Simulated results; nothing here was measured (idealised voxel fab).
A process module follows: voxel released beams.
FYI the section here is cut, 300 nm wide, cells are 5 nm squares.
The cross-sections in this document take the form of a grid made of square cells. They are written out as bands, in order from top to bottom. Each band consists of one or more rows of cells. Top, bottom (nm), then materials left to right with widths (nm); lone material tagged "everywhere" fills the whole band edge to edge; "empty" = empty space. Ref level 0: as-received wafer is one material below here. Bottom band extends down with no lower bound ("0..down"). Per-row width for "30..40": begins at first number (top row of band), ends at second number (bottom row), increment between rows held constant. What does "nothing got changed" mean for a step? It means no cell of the cross-section changed in that step. Each empty space that has no open way to the top and spans at least 8 cells appears under "Enclosed empty spaces" as width x height at distance, the distance counted from the left edge, all in nm. Step line, after settings: the simulator's comment on this step. "overlay nm" on a masked step: distance the mask lay right of its planned place, negative for left.

STEPS PLANNED FOR THE PROCESS
1: RECEIVE | material Si
2: CONFORMAL_DEP | material SiN | thk nm 10
3: DIRECTIONAL_DEP | material SiO2 | thk nm 20
4: MASKED_ETCH | tone open | mask id ANCHOR | width nm 40 | etch materials SiO2 | depth nm 20 | overlay nm 0
5: CONFORMAL_DEP | material W | thk nm 15
6: DIRECTIONAL_DEP | material aC | thk nm 15
7: PATTERN | tone cover | mask id BEAM | material resist | width nm 100 | thk nm 30 | overlay nm 0
8: DIRECTIONAL_ETCH | etch materials aC | depth nm 15
9: STRIP | etch materials resist
10: DIRECTIONAL_ETCH | etch materials W | depth nm 15
11: STRIP | etch materials aC
12: STRIP | etch materials SiO2

HERE'S WHAT THE WAFER LOOKED LIKE IN CROSS-SECTION WHEN IT ARRIVED - THAT'S AFTER STEP 1
- 0..down = Si everywhere
- Enclosed empty spaces: none

AS-PLANNED RUN: CROSS-SECTION OF THE FIRST OF TWO WAFERS AT END OF MODULE
- 45..30 = empty (95)  W (20)  empty (10)  W (70)  empty (105)
- 30..25 = empty (100)  W (15)  empty (10)  W (15)  empty (160)
- 25..10 = empty (100)  W (40)  empty (160)
- 10..0 = SiN everywhere
- 0..down = Si everywhere
- Enclosed empty spaces: none

CROSS-SECTION OF THE LATTER OF THE TWO WAFERS AT MODULE COMPLETION. IT HAD AN IDENTICAL START AND AN IDENTICAL PLAN TO THE FORMER; IN RUNNING IT, ONE MISTAKE WAS MADE
- 60..45 = empty (95)  W (100)  empty (105)
- 45..30 = W everywhere
- 30..10 = SiO2 (100)  W (40)  SiO2 (160)
- 10..0 = SiN everywhere
- 0..down = Si everywhere
- Enclosed empty spaces: none
What went wrong in running the wafer? plan step 5 was conducted twice
FYI, end of process, the second wafer has more or fewer cells of some materials than the first: SiO2 +208; W +188
